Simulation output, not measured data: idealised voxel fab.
Process module under the name voxel wiring stack
Cross-section cut spans 250 nm and uses square cells 5 nm in size.
For the purposes of this document, a cross-section shall be understood as a grid of square cells, specified as bands listed in top-to-bottom order, each band consisting of one or more rows of cells. Per band: top height and bottom height in nm, followed by the left-to-right materials and their widths in nm; "edge to edge" marks a single material spanning edge to edge, "empty" marks empty space. Convention: height 0 is the level below which the wafer, as received, is all one material. The lowest band does not terminate at the bottom but continues downward, represented as "z 0 and below". With a width like "30 to 40", each row of cells in the band differs from the next by the same amount, the top row carrying the first number and the bottom row the second. The cross-section has no changed cell in any step marked "no modification". Entry "Enclosed void catalog". Content: empty spaces with no open connection to the top, size 8 cells or greater. Each: width x height at distance. Distance: from left edge. Unit: nm. If you see something after the settings on a step's line, that's the simulator's own remark about that step. Among the settings permitted on a step's line is "overlay nm"; applied to a step with a mask, it specifies the extent to which the mask lay to the right of its planned position, whereas a negative figure signifies a position to the left.
## The steps planned for the process are as follows
| 1 | RECEIVE, material Si |
| 2 | CONFORMAL_DEP, material SiO2, thk nm 10 |
| 3 | CONFORMAL_DEP, material SiN, thk nm 5 |
| 4 | DIRECTIONAL_DEP, material SiO2, thk nm 15 |
| 5 | MASKED_ETCH, tone open, mask id METAL_1, width nm 25, pitch nm 50, etch materials SiO2, depth nm 15, overlay nm 0 |
| 6 | MASKED_ETCH, tone open, mask id METAL_1, width nm 25, pitch nm 50, etch materials SiN, depth nm 5, overlay nm 0 |
| 7 | CONFORMAL_DEP, material TiN, thk nm 5 |
| 8 | FILL_DEP, material Cu, thk nm 10 |
| 9 | CMP, height nm 30 |
| 10 | EPI, material Ru, thk nm 5 |
| 11 | FILL_DEP, material SiCN, thk nm 5 |
| 12 | DIRECTIONAL_DEP, material lowk, thk nm 15 |
| 13 | MASKED_ETCH, tone open, mask id PLUG_1, width nm 15, pitch nm 50, etch materials lowk, depth nm 15, overlay nm 0 |
| 14 | MASKED_ETCH, tone open, mask id PLUG_1, width nm 15, pitch nm 50, etch materials SiCN, depth nm 5, overlay nm 0 |
| 15 | EPI, material Ru, thk nm 10 |
| 16 | EPI, material Ru, thk nm 10 |
| 17 | CONFORMAL_DEP, material SiN, thk nm 5 |
| 18 | DIRECTIONAL_DEP, material SiO2, thk nm 25 |
| 19 | PATTERN, tone open, mask id METAL_2, material resist, width nm 25, pitch nm 50, thk nm 20, overlay nm 0 |
| 20 | DIRECTIONAL_ETCH, etch materials SiO2, depth nm 25 |
| 21 | DIRECTIONAL_ETCH, etch materials SiN, depth nm 5 |
| 22 | STRIP, etch materials resist |
| 23 | CONFORMAL_DEP, material TiN, thk nm 5 |
| 24 | FILL_DEP, material Cu, thk nm 5 |
| 25 | CMP, height nm 85 |
| 26 | CONFORMAL_DEP, material SiN, thk nm 5 |
## First wafer of two (run as planned)
## as received, after step 1
> z 0 and below = Si edge to edge
> Enclosed void catalog: none
## Wafer after step 2 (cross-section)
> z 10 to 0 = SiO2 edge to edge
> Under the height 0 nothing was changed.
## Wafer after step 3 (cross-section)
> z 15 to 10 = SiN edge to edge
> Under the height 10 nothing was changed.
## Wafer after step 4 (cross-section)
> z 30 to 15 = SiO2 edge to edge
> Under the height 15 nothing was changed.
## Wafer after step 5 (cross-section)
> z 30 to 15 = 85 nm SiO2, 25 nm empty, 25 nm SiO2, 25 nm empty, 90 nm SiO2
> Under the height 15 nothing was changed.
## Wafer after step 6 (cross-section)
> z 30 to 15 = 85 nm SiO2, 25 nm empty, 25 nm SiO2, 25 nm empty, 90 nm SiO2
> z 15 to 10 = 85 nm SiN, 25 nm empty, 25 nm SiN, 25 nm empty, 90 nm SiN
> Under the height 10 nothing was changed.
## Wafer after step 7 (cross-section)
> z 35 to 30 = 90 nm TiN, 15 nm empty, 35 nm TiN, 15 nm empty, 95 nm TiN
> z 30 to 15 = 85 nm SiO2, 5 nm TiN, 15 nm empty, 5 nm TiN, 25 nm SiO2, 5 nm TiN, 15 nm empty, 5 nm TiN, 90 nm SiO2
> z 15 to 10 = 85 nm SiN, 25 nm TiN, 25 nm SiN, 25 nm TiN, 90 nm SiN
> Under the height 10 nothing was changed.
## Wafer after step 8 (cross-section)
> z 45 to 35 = Cu edge to edge
> z 35 to 30 = 90 nm TiN, 15 nm Cu, 35 nm TiN, 15 nm Cu, 95 nm TiN
> z 30 to 15 = 85 nm SiO2, 5 nm TiN, 15 nm Cu, 5 nm TiN, 25 nm SiO2, 5 nm TiN, 15 nm Cu, 5 nm TiN, 90 nm SiO2
> Under the height 15 nothing was changed.
## Wafer after step 9 (cross-section)
> z 30 to 15 = 85 nm SiO2, 5 nm TiN, 15 nm Cu, 5 nm TiN, 25 nm SiO2, 5 nm TiN, 15 nm Cu, 5 nm TiN, 90 nm SiO2
> Under the height 15 nothing was changed.
## Wafer after step 10 (cross-section)
> z 35 to 30 = 80 nm empty, 35 nm Ru, 15 nm empty, 35 nm Ru, 85 nm empty
> Under the height 30 nothing was changed.
## Wafer after step 11 (cross-section)
> z 40 to 35 = SiCN edge to edge
> z 35 to 30 = 80 nm SiCN, 35 nm Ru, 15 nm SiCN, 35 nm Ru, 85 nm SiCN
> Under the height 30 nothing was changed.
## Wafer after step 12 (cross-section)
> z 55 to 40 = lowk edge to edge
> Under the height 40 nothing was changed.
## Wafer after step 13 (cross-section)
> z 55 to 40 = 85 nm lowk, 15 nm empty, 35 nm lowk, 15 nm empty, 100 nm lowk
> Under the height 40 nothing was changed.
## Wafer after step 14 (cross-section)
> z 55 to 40 = 85 nm lowk, 15 nm empty, 35 nm lowk, 15 nm empty, 100 nm lowk
> z 40 to 35 = 85 nm SiCN, 15 nm empty, 35 nm SiCN, 15 nm empty, 100 nm SiCN
> Under the height 35 nothing was changed.
## Wafer after step 15 (cross-section)
> z 55 to 45 = 85 nm lowk, 15 nm empty, 35 nm lowk, 15 nm empty, 100 nm lowk
> z 45 to 40 = 85 nm lowk, 15 nm Ru, 35 nm lowk, 15 nm Ru, 100 nm lowk
> z 40 to 30 = 85 to 80 nm SiCN, 15 to 35 nm Ru, 35 to 15 nm SiCN, 15 to 35 nm Ru, 100 to 85 nm SiCN
> Under the height 30 nothing was changed.
## Wafer after step 16 (cross-section)
> z 55 to 40 = 85 nm lowk, 15 nm Ru, 35 nm lowk, 15 nm Ru, 100 nm lowk
> Under the height 40 nothing was changed.
## Wafer after step 17 (cross-section)
> z 60 to 55 = SiN edge to edge
> Under the height 55 nothing was changed.
## Wafer after step 18 (cross-section)
> z 85 to 60 = SiO2 edge to edge
> Under the height 60 nothing was changed.
## Wafer after step 19 (cross-section)
> z 105 to 85 = 85 nm resist, 25 nm empty, 25 nm resist, 25 nm empty, 90 nm resist
> Under the height 85 nothing was changed.
## Wafer after step 20 (cross-section)
> z 105 to 85 = 85 nm resist, 25 nm empty, 25 nm resist, 25 nm empty, 90 nm resist
> z 85 to 60 = 85 nm SiO2, 25 nm empty, 25 nm SiO2, 25 nm empty, 90 nm SiO2
> Under the height 60 nothing was changed.
## Wafer after step 21 (cross-section)
> z 105 to 85 = 85 nm resist, 25 nm empty, 25 nm resist, 25 nm empty, 90 nm resist
> z 85 to 60 = 85 nm SiO2, 25 nm empty, 25 nm SiO2, 25 nm empty, 90 nm SiO2
> z 60 to 55 = 85 nm SiN, 25 nm empty, 25 nm SiN, 25 nm empty, 90 nm SiN
> Under the height 55 nothing was changed.
## Wafer after step 22 (cross-section)
> z 85 to 60 = 85 nm SiO2, 25 nm empty, 25 nm SiO2, 25 nm empty, 90 nm SiO2
> Under the height 60 nothing was changed.
## Wafer after step 23 (cross-section)
> z 90 to 85 = 90 nm TiN, 15 nm empty, 35 nm TiN, 15 nm empty, 95 nm TiN
> z 85 to 60 = 85 nm SiO2, 5 nm TiN, 15 nm empty, 5 nm TiN, 25 nm SiO2, 5 nm TiN, 15 nm empty, 5 nm TiN, 90 nm SiO2
> z 60 to 55 = 85 nm SiN, 25 nm TiN, 25 nm SiN, 25 nm TiN, 90 nm SiN
> Under the height 55 nothing was changed.
## Wafer after step 24 (cross-section)
> z 95 to 90 = Cu edge to edge
> z 90 to 85 = 90 nm TiN, 15 nm Cu, 35 nm TiN, 15 nm Cu, 95 nm TiN
> z 85 to 60 = 85 nm SiO2, 5 nm TiN, 15 nm Cu, 5 nm TiN, 25 nm SiO2, 5 nm TiN, 15 nm Cu, 5 nm TiN, 90 nm SiO2
> Under the height 60 nothing was changed.
## Wafer after step 25 (cross-section)
> z 85 to 60 = 85 nm SiO2, 5 nm TiN, 15 nm Cu, 5 nm TiN, 25 nm SiO2, 5 nm TiN, 15 nm Cu, 5 nm TiN, 90 nm SiO2
> Under the height 60 nothing was changed.
## Wafer after step 26 (cross-section)
> z 90 to 85 = SiN edge to edge
> Under the height 85 nothing was changed.
## Second wafer, same starting conditions and recipe as the first, one mistake in executing it, nothing differs from the first up to and including step 12
## Second wafer profile in section, at the moment step 13 of the plan was meant to be complete
> z 55 to 40 = 75 nm lowk, 15 nm empty, 35 nm lowk, 15 nm empty, 110 nm lowk
> Under the height 40 nothing was changed.
## Second wafer profile in section, at the moment step 14 of the plan was meant to be complete
> z 55 to 40 = 75 nm lowk, 15 nm empty, 35 nm lowk, 15 nm empty, 110 nm lowk
> z 40 to 35 = 85 nm SiCN, 5 nm empty, 45 nm SiCN, 5 nm empty, 110 nm SiCN
> Under the height 35 nothing was changed.
## Second wafer profile in section, at the moment step 15 of the plan was meant to be complete
> z 55 to 45 = 75 nm lowk, 15 nm empty, 35 nm lowk, 15 nm empty, 110 nm lowk
> z 45 to 40 = 75 nm lowk, 5 nm empty, 10 nm Ru, 35 nm lowk, 5 nm empty, 10 nm Ru, 110 nm lowk
> z 40 to 30 = 85 to 80 nm SiCN, 5 to 35 nm Ru, 45 to 15 nm SiCN, 5 to 35 nm Ru, 110 to 85 nm SiCN
> Under the height 30 nothing was changed.
## Second wafer profile in section, at the moment step 16 of the plan was meant to be complete
> z 55 to 40 = 75 nm lowk, 15 nm Ru, 35 nm lowk, 15 nm Ru, 110 nm lowk
> Under the height 40 nothing was changed.
## Second wafer profile in section, at the moment step 17 of the plan was meant to be complete
> z 60 to 55 = SiN edge to edge
> Under the height 55 nothing was changed.
## Second wafer profile in section, at the moment step 18 of the plan was meant to be complete
> z 85 to 60 = SiO2 edge to edge
> Under the height 60 nothing was changed.
## Second wafer profile in section, at the moment step 19 of the plan was meant to be complete
> z 105 to 85 = 85 nm resist, 25 nm empty, 25 nm resist, 25 nm empty, 90 nm resist
> Under the height 85 nothing was changed.
## Second wafer profile in section, at the moment step 20 of the plan was meant to be complete
> z 105 to 85 = 85 nm resist, 25 nm empty, 25 nm resist, 25 nm empty, 90 nm resist
> z 85 to 60 = 85 nm SiO2, 25 nm empty, 25 nm SiO2, 25 nm empty, 90 nm SiO2
> Under the height 60 nothing was changed.
## Second wafer profile in section, at the moment step 21 of the plan was meant to be complete
> z 105 to 85 = 85 nm resist, 25 nm empty, 25 nm resist, 25 nm empty, 90 nm resist
> z 85 to 60 = 85 nm SiO2, 25 nm empty, 25 nm SiO2, 25 nm empty, 90 nm SiO2
> z 60 to 55 = 85 nm SiN, 25 nm empty, 25 nm SiN, 25 nm empty, 90 nm SiN
> Under the height 55 nothing was changed.
## Second wafer profile in section, at the moment step 22 of the plan was meant to be complete
> z 85 to 60 = 85 nm SiO2, 25 nm empty, 25 nm SiO2, 25 nm empty, 90 nm SiO2
> Under the height 60 nothing was changed.
## Second wafer profile in section, at the moment step 23 of the plan was meant to be complete
> z 90 to 85 = 90 nm TiN, 15 nm empty, 35 nm TiN, 15 nm empty, 95 nm TiN
> z 85 to 60 = 85 nm SiO2, 5 nm TiN, 15 nm empty, 5 nm TiN, 25 nm SiO2, 5 nm TiN, 15 nm empty, 5 nm TiN, 90 nm SiO2
> z 60 to 55 = 85 nm SiN, 25 nm TiN, 25 nm SiN, 25 nm TiN, 90 nm SiN
> Under the height 55 nothing was changed.
## Second wafer profile in section, at the moment step 24 of the plan was meant to be complete
> z 95 to 90 = Cu edge to edge
> z 90 to 85 = 90 nm TiN, 15 nm Cu, 35 nm TiN, 15 nm Cu, 95 nm TiN
> z 85 to 60 = 85 nm SiO2, 5 nm TiN, 15 nm Cu, 5 nm TiN, 25 nm SiO2, 5 nm TiN, 15 nm Cu, 5 nm TiN, 90 nm SiO2
> Under the height 60 nothing was changed.
## Second wafer profile in section, at the moment step 25 of the plan was meant to be complete
> z 85 to 60 = 85 nm SiO2, 5 nm TiN, 15 nm Cu, 5 nm TiN, 25 nm SiO2, 5 nm TiN, 15 nm Cu, 5 nm TiN, 90 nm SiO2
> Under the height 60 nothing was changed.
## Second wafer profile in section, at the moment step 26 of the plan was meant to be complete
> z 90 to 85 = SiN edge to edge
> Under the height 85 nothing was changed.
Run error: step 13 did not use the planned setting and instead ran as MASKED_ETCH, tone open, mask id PLUG_1, width nm 15, pitch nm 50, etch materials lowk, depth nm 15, overlay nm -10
The final cell counts differ between the wafers, with the second having more or fewer of some materials than the first: 4 fewer of Ru | 4 more of SiCN
